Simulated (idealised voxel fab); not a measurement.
Name of the process module below: voxel tone inversion
Section shown: cut. Width: 220 nm. Cell size: 5 nm, square.
Square cells in a grid make up a cross-section in this document, and the grid is given as bands, listed from the top down, each one or more rows of cells. Within each band entry, the heights of the top and of the bottom of the band appear first, in that order and in nm; the materials of the band then follow from left to right, each with its corresponding width in nm. The designation "everywhere" on a single material indicates that it fills the band from edge to edge; the designation "air" indicates empty space. Convention: height 0 is the level below which the wafer, as received, is all one material. The lowest band does not terminate at the bottom but continues downward, represented as "from 0 down". Width spec "30 to 40" -> top row of cells at first value, bottom row at second value, equal per-row change in between. Reading "nothing altered" for a step: not a cell of the cross-section changed in it. Basically, "Sealed voids" tells you about the enclosed voids: empty spaces with no open way to the top, 8 cells or bigger, each written width x height at distance, where distance is from the left edge, all in nm. Past the settings on a step's line: simulator remark, on that step. Steps that use a mask can have "overlay nm" on their line. It says how far the mask sat to the right of where it was meant to be. Negative means to the left.

-- Here's what the planned process steps look like
1. RECEIVE: material Si
2. CONFORMAL_DEP: material SiN, thk nm 5
3. DIRECTIONAL_DEP: material polySi, thk nm 25
4. PATTERN: tone cover, mask id POSTS, material resist, width nm 25, pitch nm 45, thk nm 30, overlay nm 0
5. DIRECTIONAL_ETCH: etch materials polySi, depth nm 25
6. STRIP: etch materials resist
7. FILL_DEP: material SiO2, thk nm 10
8. CMP: height nm 30
9. STRIP: etch materials polySi
10. CONFORMAL_DEP: material TiN, thk nm 5
11. FILL_DEP: material W, thk nm 5
12. CMP: height nm 30
13. CONFORMAL_DEP: material SiCN, thk nm 5

-- Wafer cross-section on receipt, i.e. after step 1
- from 0 down | Si everywhere
- Sealed voids: none

-- Result of the module, cross-sectioned: start per above, plan per above, one error in how it was run
- from 35 to 30 | SiCN everywhere
- from 30 to 25 | SiN everywhere
- from 25 to 0 | polySi everywhere
- from 0 down | Si everywhere
- Sealed voids: none
The plan and the run diverged here: note: step 2 <-> step 3, run order reversed vs plan
